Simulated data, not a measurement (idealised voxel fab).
The process module that follows is named voxel wiring stack.
cross-section cut | 220 nm wide | cells 5 nm
If you're reading a cross-section in this doc, picture square cells in a grid; it comes to you as bands, top ones listed first down to the bottom, and a band can be one or more rows of cells.
Per band: top height and bottom height in nm, followed by the left-to-right materials and their widths in nm; "throughout" marks a single material spanning edge to edge, "air" marks empty space.
Measure heights from 0. That's the level where, below it, the as-received wafer is all one material. The lowest band is bottomless and extends downward; write it as in "top 0, no bottom".
Note: "30->40" means the width goes from the first number (top row of the band) to the second number (bottom row) in equal steps per row of cells.
Key: "no change occurred" - step with no changed cell in the cross-section.
Any empty space of 8 cells or more lacking an open way to the top shows up in "Closed void inventory" as width x height at distance, distance from the left edge, in nm.
On a step's line, text after the settings is the simulator commenting on that step.
A step's line can hold "overlay nm"; with a mask on that step, the setting says how far right of the planned place the mask lay, while a negative setting says it lay to the left.
# The steps planned for the process are as follows
| 1 | op RECEIVE | material Si |
| 2 | op CONFORMAL_DEP | material SiO2 | thk nm 10 |
| 3 | op CONFORMAL_DEP | material SiN | thk nm 5 |
| 4 | op DIRECTIONAL_DEP | material lowk | thk nm 15 |
| 5 | op MASKED_ETCH | tone open | mask id METAL_1 | width nm 20 | pitch nm 50 | etch materials lowk | depth nm 15 | overlay nm 0 |
| 6 | op MASKED_ETCH | tone open | mask id METAL_1 | width nm 20 | pitch nm 50 | etch materials SiN | depth nm 5 | overlay nm 0 |
| 7 | op CONFORMAL_DEP | material TiN | thk nm 5 |
| 8 | op FILL_DEP | material Cu | thk nm 5 |
| 9 | op CMP | height nm 30 |
| 10 | op CONFORMAL_DEP | material SiCN | thk nm 5 |
| 11 | op DIRECTIONAL_DEP | material SiO2 | thk nm 10 |
| 12 | op MASKED_ETCH | tone open | mask id PLUG_1 | width nm 15 | pitch nm 50 | etch materials SiO2 | depth nm 10 | overlay nm 0 |
| 13 | op MASKED_ETCH | tone open | mask id PLUG_1 | width nm 15 | pitch nm 50 | etch materials SiCN | depth nm 5 | overlay nm 0 |
| 14 | op EPI | material Ru | thk nm 10 |
| 15 | op EPI | material Ru | thk nm 5 |
| 16 | op DIRECTIONAL_DEP | material TiN | thk nm 5 |
| 17 | op DIRECTIONAL_DEP | material Ru | thk nm 20 |
| 18 | op DIRECTIONAL_DEP | material aC | thk nm 15 |
| 19 | op PATTERN | tone cover | mask id METAL_2 | material resist | width nm 20 | pitch nm 50 | thk nm 30 | overlay nm 0 |
| 20 | op DIRECTIONAL_ETCH | etch materials aC | depth nm 15 |
| 21 | op STRIP | etch materials resist |
| 22 | op DIRECTIONAL_ETCH | etch materials Ru | depth nm 20 |
| 23 | op DIRECTIONAL_ETCH | etch materials TiN | depth nm 5 |
| 24 | op STRIP | etch materials aC |
| 25 | op CONFORMAL_DEP | material SiN | thk nm 5 |
| 26 | op FILL_DEP | material lowk | thk nm 10 |
| 27 | op CMP | height nm 70 |
| 28 | op CONFORMAL_DEP | material SiCN | thk nm 5 |
| 29 | op DIRECTIONAL_DEP | material SiO2 | thk nm 10 |
| 30 | op PATTERN | tone open | mask id PLUG_2 | material resist | width nm 15 | pitch nm 50 | thk nm 15 | overlay nm 0 |
| 31 | op DIRECTIONAL_ETCH | etch materials SiO2 | depth nm 10 |
| 32 | op DIRECTIONAL_ETCH | etch materials SiCN | depth nm 5 |
| 33 | op STRIP | etch materials resist |
| 34 | op EPI | material Ru | thk nm 10 |
| 35 | op EPI | material Ru | thk nm 5 |
| 36 | op CONFORMAL_DEP | material SiN | thk nm 5 |
| 37 | op DIRECTIONAL_DEP | material SiO2 | thk nm 25 |
| 38 | op PATTERN | tone open | mask id METAL_3 | material resist | width nm 20 | pitch nm 50 | thk nm 15 | overlay nm 0 |
| 39 | op DIRECTIONAL_ETCH | etch materials SiO2 | depth nm 25 |
| 40 | op DIRECTIONAL_ETCH | etch materials SiN | depth nm 5 |
| 41 | op STRIP | etch materials resist |
| 42 | op CONFORMAL_DEP | material TiN | thk nm 5 |
| 43 | op FILL_DEP | material Ru | thk nm 5 |
| 44 | op CMP | height nm 115 |
| 45 | op CONFORMAL_DEP | material SiCN | thk nm 5 |
It is noted that the wafers described herein are identical at the outset and are distinguished by the width nm of step 30; the value stated in the plan corresponds to the first wafer.
# first wafer as received, after step 1
* top 0, no bottom = Si throughout
* Closed void inventory: none
# First wafer of several, cross-section, module end, after step 45 (last)
* top 120, bottom 115 = SiCN throughout
* top 115, bottom 90 = SiO2 (75), then TiN (5), then Ru (10), then TiN (5), then SiO2 (30), then TiN (5), then Ru (10), then TiN (5), then SiO2 (75)
* top 90, bottom 85 = SiN (75), then TiN (20), then SiN (30), then TiN (20), then SiN (75)
* top 85, bottom 75 = SiO2 (75), then Ru (15), then SiO2 (35), then Ru (15), then SiO2 (80)
* top 75, bottom 70 = SiCN (75), then Ru (15), then SiCN (35), then Ru (15), then SiCN (80)
* top 70, bottom 50 = lowk (70), then SiN (5), then Ru (20), then SiN (5), then lowk (20), then SiN (5), then Ru (20), then SiN (5), then lowk (70)
* top 50, bottom 45 = SiN (75), then TiN (20), then SiN (30), then TiN (20), then SiN (75)
* top 45, bottom 35 = SiO2 (75), then Ru (15), then SiO2 (35), then Ru (15), then SiO2 (80)
* top 35, bottom 30 = SiCN (75), then Ru (15), then SiCN (35), then Ru (15), then SiCN (80)
* top 30, bottom 15 = lowk (75), then TiN (5), then Cu (10), then TiN (5), then lowk (30), then TiN (5), then Cu (10), then TiN (5), then lowk (75)
* top 15, bottom 10 = SiN (75), then TiN (20), then SiN (30), then TiN (20), then SiN (75)
* top 10, bottom 0 = SiO2 throughout
* top 0, no bottom = Si throughout
* Closed void inventory: none
# Last wafer x-sec, end of module
* top 120, bottom 115 = SiCN throughout
* top 115, bottom 90 = SiO2 (75), then TiN (5), then Ru (10), then TiN (5), then SiO2 (30), then TiN (5), then Ru (10), then TiN (5), then SiO2 (75)
* top 90, bottom 85 = SiN (75), then TiN (20), then SiN (30), then TiN (20), then SiN (75)
* top 85, bottom 75 = SiO2 (70), then Ru (30), then SiO2 (20), then Ru (30), then SiO2 (70)
* top 75, bottom 70 = SiCN (70), then Ru (30), then SiCN (20), then Ru (30), then SiCN (70)
* top 70, bottom 50 = lowk (70), then SiN (5), then Ru (20), then SiN (5), then lowk (20), then SiN (5), then Ru (20), then SiN (5), then lowk (70)
* top 50, bottom 45 = SiN (75), then TiN (20), then SiN (30), then TiN (20), then SiN (75)
* top 45, bottom 35 = SiO2 (75), then Ru (15), then SiO2 (35), then Ru (15), then SiO2 (80)
* top 35, bottom 30 = SiCN (75), then Ru (15), then SiCN (35), then Ru (15), then SiCN (80)
* top 30, bottom 15 = lowk (75), then TiN (5), then Cu (10), then TiN (5), then lowk (30), then TiN (5), then Cu (10), then TiN (5), then lowk (75)
* top 15, bottom 10 = SiN (75), then TiN (20), then SiN (30), then TiN (20), then SiN (75)
* top 10, bottom 0 = SiO2 throughout
* top 0, no bottom = Si throughout
* Closed void inventory: none
# each wafer at the end: cells of each material gained (+) or lost (-) since it was received, then its closed voids
width nm 15; +12 Cu; +88 Ru; +120 SiCN; +124 SiN; +420 SiO2; +56 TiN; +236 lowk; Closed void inventory: none
width nm 20; +12 Cu; +94 Ru; +118 SiCN; +124 SiN; +416 SiO2; +56 TiN; +236 lowk; Closed void inventory: none
width nm 25; +12 Cu; +100 Ru; +116 SiCN; +124 SiN; +412 SiO2; +56 TiN; +236 lowk; Closed void inventory: none
width nm 30; +12 Cu; +106 Ru; +114 SiCN; +124 SiN; +408 SiO2; +56 TiN; +236 lowk; Closed void inventory: none
